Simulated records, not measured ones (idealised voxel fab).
The name of this process module is voxel released beams.
The figure presents cross-section cut, which has a width of 145 nm and is divided into square cells with an edge length of 5 nm.
Cross-sections here: square-cell grids, written as top-down lists of bands, a band being one or more rows of cells. Quick guide to a band line: top height, bottom height (nm) up front; then every material left to right with its width in nm. Only one material and it's marked "all across"? Then it fills the band edge to edge. And "air" just means empty space. It should be noted that heights are counted from 0, beneath which the wafer as supplied is of one material throughout, and that the lowest band possesses no lower boundary but continues downward, as written in "0 down". Think of "30 to 40" as a width that walks from the first number to the second as you go down the band, top row to bottom row, taking equal-sized steps from row to row. Take "no modifications" at face value: in the step it is given for, the cross-section changed in none of its cells. Voids not open to the top, 8 cells minimum: see "Internal closed voids". Written width x height at distance; distance is from the left edge; nm. Post-settings text on a step line: simulator's own remark regarding the step. A step's line can hold "overlay nm"; with a mask on that step, the setting says how far right of the planned place the mask lay, while a negative setting says it lay to the left.

## The following list gives the planned process steps
1,RECEIVE | material Si
2,CONFORMAL_DEP | material Al2O3 | thk nm 10
3,DIRECTIONAL_DEP | material SiO2 | thk nm 10
4,MASKED_ETCH | tone open | mask id ANCHOR | width nm 40 | etch materials SiO2 | depth nm 10 | overlay nm 0
5,CONFORMAL_DEP | material SiN | thk nm 15
6,MASKED_ETCH | tone cover | mask id BEAM | width nm 85 | etch materials SiN | depth nm 15 | overlay nm 0
7,STRIP | etch materials SiO2

## First out of two wafers; run went to plan

## Wafer at receipt (post step 1), cross-section
> 0 down | Si all across
> Internal closed voids: none

## So this is the wafer cross-section right after step 2
> 10 to 0 | Al2O3 all across
> Everything below 0 is unchanged.

## So this is the wafer cross-section right after step 3
> 20 to 10 | SiO2 all across
> Everything below 10 is unchanged.

## So this is the wafer cross-section right after step 4
> 20 to 10 | 30 of SiO2; 40 of air; 75 of SiO2
> Everything below 10 is unchanged.

## So this is the wafer cross-section right after step 5
> 35 to 25 | 45 of SiN; 10 of air; 90 of SiN
> 25 to 20 | SiN all across
> 20 to 10 | 30 of SiO2; 40 of SiN; 75 of SiO2
> Everything below 10 is unchanged.

## So this is the wafer cross-section right after step 6
> 35 to 25 | 25 of air; 20 of SiN; 10 of air; 55 of SiN; 35 of air
> 25 to 20 | 25 of air; 85 of SiN; 35 of air
> Everything below 20 is unchanged.

## So this is the wafer cross-section right after step 7
> 35 to 25 | 25 of air; 20 of SiN; 10 of air; 55 of SiN; 35 of air
> 25 to 20 | 25 of air; 85 of SiN; 35 of air
> 20 to 10 | 30 of air; 40 of SiN; 75 of air
> Everything below 10 is unchanged.

## Second wafer - shared start and plan with the first - one error in running - same as the first up to step 1 inclusive

## Cross-section: second wafer, time at which step 2 was scheduled to end
> 10 to 0 | SiO2 all across
> Everything below 0 is unchanged.

## Cross-section: second wafer, time at which step 3 was scheduled to end
> 20 to 10 | Al2O3 all across
> Everything below 10 is unchanged.

Cross-section: second wafer, time at which step 4 was scheduled to end: no modifications

## Cross-section: second wafer, time at which step 5 was scheduled to end
> 35 to 20 | SiN all across
> Everything below 20 is unchanged.

## Cross-section: second wafer, time at which step 6 was scheduled to end
> 35 to 20 | 25 of air; 85 of SiN; 35 of air
> Everything below 20 is unchanged.

Cross-section: second wafer, time at which step 7 was scheduled to end: no modifications
Which mistake was made when the wafer was run? plan steps 2 and 3 run swapped
Bottom line after processing is that, in cells, the second wafer is up or down on some materials versus the first: -12 SiN | +58 SiO2
